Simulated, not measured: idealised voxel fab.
The name of this process module is voxel air gaps.
We display cut, a cross-section 250 nm in width whose square cells are each 5 nm.
Heads up, the way a cross-section reads in here is a grid of square cells, handed over as bands from the top down, with every band being one or more rows of cells. Top, bottom (nm), then materials left to right with widths (nm); lone material tagged "everywhere" fills the whole band edge to edge; "air" = empty space. We count height from 0. Below that, the starting wafer is all one material. The lowest band never ends at the bottom but goes on down; see "from 0 down" for how that is written. A width given as "30..40" starts at the first number in the band's top row and ends at the second number in its bottom row, shifting by an equal amount at every step from row to row. "no modifications" for a step: no cell of the cross-section changed in that step. Closed-off voids of 8+ cells (no open route to the top) go in "Sealed void inventory", written width x height at distance from the left edge, in nm. Whatever follows a step's settings on its line is a remark the simulator itself makes about that step. "overlay nm", when on a step's line for a step with a mask, measures how far to the right of its planned place the mask lay; a negative measure means to the left.
The following list gives the planned process steps:
1. RECEIVE (material Si)
2. CONFORMAL_DEP (material SiO2; thk nm 15)
3. CONFORMAL_DEP (material SiN; thk nm 5)
4. DIRECTIONAL_DEP (material SiO2; thk nm 35)
5. MASKED_ETCH (tone open; mask id LINES; width nm 25; pitch nm 55; etch materials SiO2; depth nm 35; overlay nm -15)
6. CONFORMAL_DEP (material TiN; thk nm 5)
7. FILL_DEP (material Cu; thk nm 5)
8. CMP (height nm 55)
9. EPI (material Ru; thk nm 10)
10. SELECTIVE_ETCH (etch materials SiO2; depth nm 45)
11. CONFORMAL_DEP (material SiCN; thk nm 5)
Same starting wafers, different overlay nm at step 5. Plan value belongs to the first wafer.
Received condition of the first of several wafers, sectioned: post-step 1:
	from 0 down: Si everywhere
	Sealed void inventory: none
Below: a row per wafer. Contents at end of module: for every material, cells gained since receipt (+) or lost since receipt (-); then closed voids:
overlay nm -15; +54 Cu; +54 Ru; +128 SiCN; +50 SiN; +150 SiO2; +51 TiN; Sealed void inventory: 20 x 25 at 70; 20 x 25 at 125
overlay nm -10; +54 Cu; +54 Ru; +128 SiCN; +50 SiN; +150 SiO2; +51 TiN; Sealed void inventory: 20 x 25 at 75; 20 x 25 at 130
overlay nm -5; +54 Cu; +54 Ru; +128 SiCN; +50 SiN; +150 SiO2; +51 TiN; Sealed void inventory: 20 x 25 at 80; 20 x 25 at 135
overlay nm 0; +54 Cu; +54 Ru; +128 SiCN; +50 SiN; +150 SiO2; +51 TiN; Sealed void inventory: 20 x 25 at 85; 20 x 25 at 140
overlay nm 5; +54 Cu; +54 Ru; +128 SiCN; +50 SiN; +150 SiO2; +51 TiN; Sealed void inventory: 20 x 25 at 90; 20 x 25 at 145
overlay nm 10; +54 Cu; +54 Ru; +128 SiCN; +50 SiN; +150 SiO2; +51 TiN; Sealed void inventory: 20 x 25 at 95; 20 x 25 at 150
overlay nm 15; +54 Cu; +54 Ru; +128 SiCN; +50 SiN; +150 SiO2; +51 TiN; Sealed void inventory: 20 x 25 at 100; 20 x 25 at 155
